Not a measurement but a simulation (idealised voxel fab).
process module | voxel wiring stack
cross-section cut | 285 nm wide | cells 5 nm
A cross-section is a grid of square cells, given in bands from the top down. A band is one or more rows of cells.
Each band's line starts with the height of the band's top and of its bottom, in nm. Then come its materials from left to right, each with its width in nm. One material with "throughout" fills the band from edge to edge. "air" is empty space.
Height 0 is the level under which the wafer as received is all one material. The lowest band goes on downwards, as in "0 down".
A width such as "30 to 40" changes by the same amount from each row of cells to the next, from the band's top row to its bottom row.
"no change" after a step means that no cell of the cross-section changed.
closed voids: empty space of 8 cells or more with no open way to the top, each as width x height at its distance from the left edge, in nm
after a step's settings: what the simulator itself notes on the step
overlay nm, on a step with a mask: how far to the right of its planned place the mask lay; to the left if negative
Each pair below shows a cross-section before one step and the cross-section after it, down to the lowest band that changed. The line under each pair gives the step between them, with its settings. The pairs can come from different runs of this module on the same starting wafer, so a pair continues from the pair above only where its "before" says so.
before
  65 to 45: air 105 | resist 25 | air 20 | resist 25 | air 110
  45 to 20: SiO2 throughout
  20 to 15: SiCN throughout
  15 to 0: SiO2 throughout
  0 down: Si throughout
  closed voids: none
after
  65 to 45: air 105 | resist 25 | air 20 | resist 25 | air 110
  45 to 20: air 105 | SiO2 25 | air 20 | SiO2 25 | air 110
  below 20: unchanged
  closed voids: none
the step between: op DIRECTIONAL_ETCH | etch materials SiO2 | depth nm 25
before: the cross-section after the pair above
after
  65 to 45: air 105 | resist 25 | air 20 | resist 25 | air 110
  45 to 20: air 105 | SiO2 25 | air 20 | SiO2 25 | air 110
  20 to 15: air 105 | SiCN 25 | air 20 | SiCN 25 | air 110
  below 15: unchanged
  closed voids: none
the step between: op DIRECTIONAL_ETCH | etch materials SiCN | depth nm 5
before: the cross-section after the pair above
after
  45 to 20: air 105 | SiO2 25 | air 20 | SiO2 25 | air 110
  below 20: unchanged
  closed voids: none
the step between: op STRIP | etch materials resist
before: the cross-section after the pair above
after
  50 to 45: air 100 | TiN 35 | air 10 | TiN 35 | air 105
  45 to 20: air 100 | TiN 5 | SiO2 25 | TiN 5 | air 10 | TiN 5 | SiO2 25 | TiN 5 | air 105
  20 to 15: TiN 105 | SiCN 25 | TiN 20 | SiCN 25 | TiN 110
  below 15: unchanged
  closed voids: none
the step between: op CONFORMAL_DEP | material TiN | thk nm 5
before: the cross-section after the pair above
after
  60 to 50: Cu throughout
  50 to 45: Cu 100 | TiN 35 | Cu 10 | TiN 35 | Cu 105
  45 to 20: Cu 100 | TiN 5 | SiO2 25 | TiN 5 | Cu 10 | TiN 5 | SiO2 25 | TiN 5 | Cu 105
  below 20: unchanged
  closed voids: none
the step between: op FILL_DEP | material Cu | thk nm 10
before: the cross-section after the pair above
after
  45 to 20: Cu 100 | TiN 5 | SiO2 25 | TiN 5 | Cu 10 | TiN 5 | SiO2 25 | TiN 5 | Cu 105
  below 20: unchanged
  closed voids: none
the step between: op CMP | height nm 45
before: the cross-section after the pair above
after
  50 to 45: SiCN throughout
  below 45: unchanged
  closed voids: none
the step between: op CONFORMAL_DEP | material SiCN | thk nm 5
before: the cross-section after the pair above
after
  85 to 50: lowk throughout
  below 50: unchanged
  closed voids: none
the step between: op DIRECTIONAL_DEP | material lowk | thk nm 35
before: the cross-section after the pair above
after
  100 to 85: resist 105 | air 25 | resist 20 | air 25 | resist 110
  below 85: unchanged
  closed voids: none
the step between: op PATTERN | tone open | mask id METAL_2 | material resist | width nm 25 | pitch nm 45 | thk nm 15 | overlay nm 0
before: the cross-section after the pair above
after
  100 to 85: resist 105 | air 25 | resist 20 | air 25 | resist 110
  85 to 65: lowk 105 | air 25 | lowk 20 | air 25 | lowk 110
  below 65: unchanged
  closed voids: none
the step between: op DIRECTIONAL_ETCH | etch materials lowk | depth nm 20
before: the cross-section after the pair above
after
  85 to 65: lowk 105 | air 25 | lowk 20 | air 25 | lowk 110
  below 65: unchanged
  closed voids: none
the step between: op STRIP | etch materials resist
before: the cross-section after the pair above
after
  85 to 65: lowk 105 | air 25 | lowk 20 | air 25 | lowk 110
  65 to 50: lowk 105 | air 15 | lowk 165
  below 50: unchanged
  closed voids: none
the step between: op MASKED_ETCH | tone open | mask id METAL_2_HOLES | width nm 15 | etch materials lowk | depth nm 15 | overlay nm 0
before: the cross-section after the pair above
after
  85 to 65: lowk 105 | air 25 | lowk 20 | air 25 | lowk 110
  65 to 50: lowk 105 | air 15 | lowk 165
  50 to 45: SiCN 105 | air 15 | SiCN 165
  below 45: unchanged
  closed voids: none
the step between: op MASKED_ETCH | tone open | mask id METAL_2_HOLES | width nm 15 | etch materials SiCN | depth nm 5 | overlay nm 0
before: the cross-section after the pair above
after
  90 to 85: TiN 110 | air 15 | TiN 30 | air 15 | TiN 115
  85 to 70: lowk 105 | TiN 5 | air 15 | TiN 5 | lowk 20 | TiN 5 | air 15 | TiN 5 | lowk 110
  70 to 65: lowk 105 | TiN 5 | air 5 | TiN 15 | lowk 20 | TiN 25 | lowk 110
  65 to 50: lowk 105 | TiN 5 | air 5 | TiN 5 | lowk 165
  50 to 45: SiCN 105 | TiN 15 | SiCN 165
  below 45: unchanged
  closed voids: none
the step between: op CONFORMAL_DEP | material TiN | thk nm 5
before: the cross-section after the pair above
after
  100 to 90: Ru throughout
  90 to 85: TiN 110 | Ru 15 | TiN 30 | Ru 15 | TiN 115
  85 to 70: lowk 105 | TiN 5 | Ru 15 | TiN 5 | lowk 20 | TiN 5 | Ru 15 | TiN 5 | lowk 110
  70 to 65: lowk 105 | TiN 5 | Ru 5 | TiN 15 | lowk 20 | TiN 25 | lowk 110
  65 to 50: lowk 105 | TiN 5 | Ru 5 | TiN 5 | lowk 165
  below 50: unchanged
  closed voids: none
the step between: op FILL_DEP | material Ru | thk nm 10
before: the cross-section after the pair above
after
  85 to 70: lowk 105 | TiN 5 | Ru 15 | TiN 5 | lowk 20 | TiN 5 | Ru 15 | TiN 5 | lowk 110
  below 70: unchanged
  closed voids: none
the step between: op CMP | height nm 85
before: the cross-section after the pair above
after
  90 to 85: SiN throughout
  below 85: unchanged
  closed voids: none
the step between: op CONFORMAL_DEP | material SiN | thk nm 5
